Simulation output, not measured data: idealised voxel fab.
Presented below is a process module, voxel local oxidation.
We display cut, a cross-section 205 nm in width whose square cells are each 5 nm.
Just so we're on the same page, the cross-sections are grids of square cells, and they're listed out in bands top to bottom, each band one or more rows deep.
This entry defines a band. It first specifies the height of the band's top and the height of its bottom in nm, and then specifies the band's materials from left to right, stating each material with its width in nm. The word "everywhere" identifies a single material that fills the band from edge to edge, while the word "empty" identifies empty space.
It should be noted that heights are counted from 0, beneath which the wafer as supplied is of one material throughout, and that the lowest band possesses no lower boundary but continues downward, as written in "top 0, no bottom".
When a width is written as two numbers, as in "30 to 40", the first number is the width in the top row of cells of the band and the second is the width in its bottom row, and the width changes by the same amount from each row to the next.
The cross-section has no changed cell in any step marked "no change occurred".
This entry, "Enclosed void inventory", enumerates those empty regions of no fewer than 8 cells that possess no open connection to the top. Each region is reported in the form width x height at distance, the distance being taken from the left edge, with all three quantities expressed in nm.
Formally, on a step line, whatever follows the settings is a remark that the simulator itself makes on the step.
overlay nm, on a step with a mask: how far to the right of its planned place the mask lay; to the left if negative
This section lists the process steps that were planned:
step 1: RECEIVE, material Si
step 2: OXIDIZE, depth nm 5
step 3: CONFORMAL_DEP, material SiN, thk nm 10
step 4: MASKED_ETCH, tone cover, mask id ACTIVE, width nm 100, etch materials SiN, depth nm 10, overlay nm 0
step 5: SELECTIVE_ETCH, etch materials SiO2, depth nm 5
step 6: OXIDIZE, depth nm 10
step 7: STRIP, etch materials SiN
Concerning the first of two wafers, which was run in accordance with the plan:
Delivered wafer in cross-section: state after step 1:
	top 0, no bottom  Si everywhere
	Enclosed void inventory: none
The wafer in cross-section once step 2 is complete:
	top 0, bottom -5  SiO2 everywhere
	Heights below -5 show no change.
The wafer in cross-section once step 3 is complete:
	top 10, bottom 0  SiN everywhere
	Heights below 0 show no change.
The wafer in cross-section once step 4 is complete:
	top 10, bottom 0  empty: 50 / SiN: 100 / empty: 55
	Heights below 0 show no change.
The wafer in cross-section once step 5 is complete:
	top 10, bottom 0  empty: 50 / SiN: 100 / empty: 55
	top 0, bottom -5  empty: 55 / SiO2: 90 / empty: 60
	Heights below -5 show no change.
The wafer in cross-section once step 6 is complete:
	top 10, bottom 0  empty: 50 / SiN: 100 / empty: 55
	top 0, bottom -5  empty: 55 / SiO2: 90 / empty: 60
	top -5, bottom -15  SiO2: 65 / Si: 70 / SiO2: 70
	Heights below -15 show no change.
The wafer in cross-section once step 7 is complete:
	top 0, bottom -5  empty: 55 / SiO2: 90 / empty: 60
	Heights below -5 show no change.
Now the other wafer: same start, same recipe, but we messed up one thing when running it. Up to and including step 6 it's the same as the first one:
Second wafer, sectioned view, at step 7's planned end time:
	top -5, bottom -15  empty: 65 / Si: 70 / empty: 70
	Heights below -15 show no change.
Where did the run depart from the plan? step 7 was run on a setting that differed from the plan, and what really ran there is STRIP, etch materials SiO2
Count the cells at the end and the second wafer has more or fewer of some materials than the first: 72 fewer of SiO2
